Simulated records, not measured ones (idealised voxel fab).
process module | voxel ribs on slabs
cross-section cut | 265 nm wide | cells 5 nm
A cross-section is a grid of square cells, given in bands from the top down. A band is one or more rows of cells.
Each band's line starts with the height of the band's top and of its bottom, in nm. Then come its materials from left to right, each with its width in nm. One material with "throughout" fills the band from edge to edge. "air" is empty space.
Height 0 is the level under which the wafer as received is all one material. The lowest band goes on downwards, as in "0 down".
A width such as "30 to 40" changes by the same amount from each row of cells to the next, from the band's top row to its bottom row.
"no change" after a step means that no cell of the cross-section changed.
closed voids: empty space of 8 cells or more with no open way to the top, each as width x height at its distance from the left edge, in nm
after a step's settings: what the simulator itself notes on the step
overlay nm, on a step with a mask: how far to the right of its planned place the mask lay; to the left if negative
plan
1 op RECEIVE | material Si
2 op DIRECTIONAL_DEP | material SiO2 | thk nm 30
3 op DIRECTIONAL_DEP | material SiN | thk nm 10
4 op PATTERN | tone cover | mask id RIB | material resist | width nm 25 | thk nm 15 | overlay nm 0
5 op DIRECTIONAL_ETCH | etch materials SiN | depth nm 5
6 op STRIP | etch materials resist
7 op PATTERN | tone cover | mask id SLAB | material resist | width nm 85 | thk nm 15 | overlay nm 0
8 op DIRECTIONAL_ETCH | etch materials SiN | depth nm 15
9 op STRIP | etch materials resist
10 op FILL_DEP | material SiO2 | thk nm 20
11 op CMP | height nm 60
12 op DIRECTIONAL_DEP | material W | thk nm 5
13 op DIRECTIONAL_DEP | material aC | thk nm 15
14 op PATTERN | tone cover | mask id HEATER | material resist | width nm 35 | thk nm 30 | overlay nm 0
15 op DIRECTIONAL_ETCH | etch materials aC | depth nm 15
16 op STRIP | etch materials resist
17 op DIRECTIONAL_ETCH | etch materials W | depth nm 5
18 op STRIP | etch materials aC
19 op CONFORMAL_DEP | material SiN | thk nm 10
varied across the wafers: thk nm of step 3. The plan shows the first wafer's value. All wafers start alike
first wafer as received, after step 1
  0 down: Si throughout
  closed voids: none
each wafer at the end: cells of each material gained (+) or lost (-) since it was received, then its closed voids
thk nm 10 | +132 SiN | +614 SiO2 | +7 W | closed voids: none
thk nm 15 | +149 SiN | +597 SiO2 | +7 W | closed voids: none
thk nm 20 | +166 SiN | +580 SiO2 | +7 W | closed voids: none
thk nm 25 | +219 SiN | +527 SiO2 | +7 W | closed voids: none
thk nm 30 | +272 SiN | +474 SiO2 | +7 W | closed voids: none
thk nm 35 | +320 SiN | +426 SiO2 | +7 W | closed voids: none
